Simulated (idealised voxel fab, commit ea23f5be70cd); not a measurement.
Proc. module: voxel spacer lines
The cross-section shown here is cut; it is 295 nm wide and divided into square cells measuring 5 nm on a side.
Notation: cross-section as square-cell grid; stated in bands, top first, going down; one or more cell rows per band. The entry gives the band's vertical extent as a top height and a bottom height in nm, then its horizontal make-up as materials from left to right, each with a width in nm. "air" stands for empty space; a single material marked "everywhere" fills the band edge to edge. Height 0 is the level under which the wafer as received is all one material. The lowest band goes on downwards, as in "0..down". Read "30..40" as a graded width: first number on top, second number at the bottom, same change between each pair of neighbouring rows. Key: "changes: none" - step with no changed cell in the cross-section. Voids not open to the top, 8 cells minimum: see "Tabulated closed voids". Written width x height at distance; distance is from the left edge; nm. Step line, after settings: the simulator's comment on this step. When a step includes a mask, the "overlay nm" setting on its line states how far to the right of its planned place that mask lay, and negative values state how far to the left.
List of planned process steps:
1 RECEIVE (material Si)
2 CONFORMAL_DEP (material Al2O3; thk nm 5)
3 DIRECTIONAL_DEP (material SiN; thk nm 15)
4 DIRECTIONAL_DEP (material aC; thk nm 20)
5 PATTERN (tone cover; mask id MANDREL; material resist; width nm 15; pitch nm 60; thk nm 25; overlay nm 0)
6 DIRECTIONAL_ETCH (etch materials aC; depth nm 20)
7 STRIP (etch materials resist)
8 CONFORMAL_DEP (material SiO2; thk nm 15)
9 DIRECTIONAL_ETCH (etch materials SiO2; depth nm 15)
10 STRIP (etch materials aC)
11 DIRECTIONAL_ETCH (etch materials SiN; depth nm 15)
12 STRIP (etch materials SiO2)
13 FILL_DEP (material SiO2; thk nm 10)
14 CMP (height nm 20)
Cross-section of the incoming wafer, state after step 1:
	0..down  Si everywhere
	Tabulated closed voids: none
Wafer cross-section at end of module: start and plan as shown above, one execution error:
	20..15  SiO2 everywhere
	15..0  SiO2 95 | SiN 15 | SiO2 15 | SiN 15 | SiO2 15 | SiN 15 | SiO2 15 | SiN 15 | SiO2 95
	0..down  Si everywhere
	Tabulated closed voids: none
Finding, execution versus plan: step 2 of the plan never got run, it was skipped over
